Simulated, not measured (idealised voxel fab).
This section sets out a process module, namely voxel self aligned vias.
260 nm wide, 5 nm square cells: that's cross-section cut.
Bands, listed from the top down, are how a cross-section gets written in this document; the cross-section itself is a grid of square cells, and a band is one or more rows of them.
What a band's entry tells you: where the top is and where the bottom is, as heights in nm, and after that what lies inside, material by material from left to right, each with its width in nm. Empty space is written as the word "air", and a single material marked with the word "throughout" occupies the band from edge to edge.
Heads up on the height convention: 0 is the point under which the incoming wafer is all one material, and the lowest band has no bottom, it just keeps going down, like "0 nm and below".
You'd read "30..40" like this: the band's top row of cells is as wide as the first number, its bottom row is as wide as the second, and going down, every row changes width by the same amount as the row before did.
Step note "no alteration" = no cross-section cell changed.
"Fully enclosed voids": empty spaces of 8 cells or more with no open way to the top, each given as width x height at distance, distance from the left edge, all in nm.
If you see something after the settings on a step's line, that's the simulator's own remark about that step.
"overlay nm" denotes, for a step that has a mask, the displacement of the mask to the right of its planned place, with negative values corresponding to the left.

INTENDED PROCESS STEPS
| 1 | op RECEIVE | material Si |
| 2 | op CONFORMAL_DEP | material SiO2 | thk nm 10 |
| 3 | op CONFORMAL_DEP | material SiCN | thk nm 5 |
| 4 | op DIRECTIONAL_DEP | material lowk | thk nm 30 |
| 5 | op MASKED_ETCH | tone open | mask id LINES | width nm 25 | pitch nm 60 | etch materials lowk | depth nm 30 | overlay nm 0 |
| 6 | op CONFORMAL_DEP | material TiN | thk nm 5 |
| 7 | op FILL_DEP | material Ru | thk nm 10 |
| 8 | op CMP | height nm 45 |
| 9 | op SELECTIVE_ETCH | etch materials W Ru TiN | depth nm 5 |
| 10 | op FILL_DEP | material SiN | thk nm 5 |
| 11 | op CMP | height nm 45 |
| 12 | op DIRECTIONAL_DEP | material lowk | thk nm 15 |
| 13 | op PATTERN | tone open | mask id VIAS | material resist | width nm 35 | pitch nm 60 | thk nm 15 | overlay nm 0 |
| 14 | op DIRECTIONAL_ETCH | etch materials lowk | depth nm 15 |
| 15 | op DIRECTIONAL_ETCH | etch materials SiN | depth nm 5 |
| 16 | op STRIP | etch materials resist |
| 17 | op CONFORMAL_DEP | material TiN | thk nm 5 |
| 18 | op FILL_DEP | material Cu | thk nm 10 |
| 19 | op CMP | height nm 60 |
| 20 | op CONFORMAL_DEP | material SiCN | thk nm 5 |

INCOMING WAFER IN CROSS-SECTION (STATE: AFTER STEP 1)
	0 nm and below | Si throughout
	Fully enclosed voids: none

THE FIRST OF TWO WAFERS, CROSS-SECTIONED AT THE END OF THE MODULE, WITH THE RUN PROCEEDING AS PLANNED
	65 nm to 60 nm | SiCN throughout
	60 nm to 50 nm | lowk (50), TiN (5), Cu (25), TiN (5), lowk (25), TiN (5), Cu (25), TiN (5), lowk (25), TiN (5), Cu (25), TiN (5), lowk (55)
	50 nm to 45 nm | lowk (50), TiN (10), Cu (15), TiN (10), lowk (25), TiN (10), Cu (15), TiN (10), lowk (25), TiN (10), Cu (15), TiN (10), lowk (55)
	45 nm to 40 nm | lowk (55), TiN (25), lowk (35), TiN (25), lowk (35), TiN (25), lowk (60)
	40 nm to 20 nm | lowk (55), TiN (5), Ru (15), TiN (5), lowk (35), TiN (5), Ru (15), TiN (5), lowk (35), TiN (5), Ru (15), TiN (5), lowk (60)
	20 nm to 15 nm | lowk (55), TiN (25), lowk (35), TiN (25), lowk (35), TiN (25), lowk (60)
	15 nm to 10 nm | SiCN throughout
	10 nm to 0 nm | SiO2 throughout
	0 nm and below | Si throughout
	Fully enclosed voids: none

WAFER TWO (OF TWO), END-OF-MODULE CROSS-SECTION: START = WAFER ONE, PLAN = WAFER ONE, ONE RUN MISTAKE
	65 nm to 60 nm | SiCN throughout
	60 nm to 45 nm | lowk (50), TiN (5), Cu (25), TiN (5), lowk (25), TiN (5), Cu (25), TiN (5), lowk (25), TiN (5), Cu (25), TiN (5), lowk (55)
	45 nm to 40 nm | SiN (50), TiN (35), SiN (25), TiN (35), SiN (25), TiN (35), SiN (55)
	40 nm to 35 nm | lowk (55), SiN (25), lowk (35), SiN (25), lowk (35), SiN (25), lowk (60)
	35 nm to 20 nm | lowk (55), TiN (5), Ru (15), TiN (5), lowk (35), TiN (5), Ru (15), TiN (5), lowk (35), TiN (5), Ru (15), TiN (5), lowk (60)
	20 nm to 15 nm | lowk (55), TiN (25), lowk (35), TiN (25), lowk (35), TiN (25), lowk (60)
	15 nm to 10 nm | SiCN throughout
	10 nm to 0 nm | SiO2 throughout
	0 nm and below | Si throughout
	Fully enclosed voids: none
Plan not followed: step 8 was processed under conditions differing from the plan, specifically as op CMP | height nm 40
At the finish, the second wafer shows more or fewer cells for some materials than the first does: +6 Cu, -9 Ru, +46 SiN, -6 TiN, -37 lowk
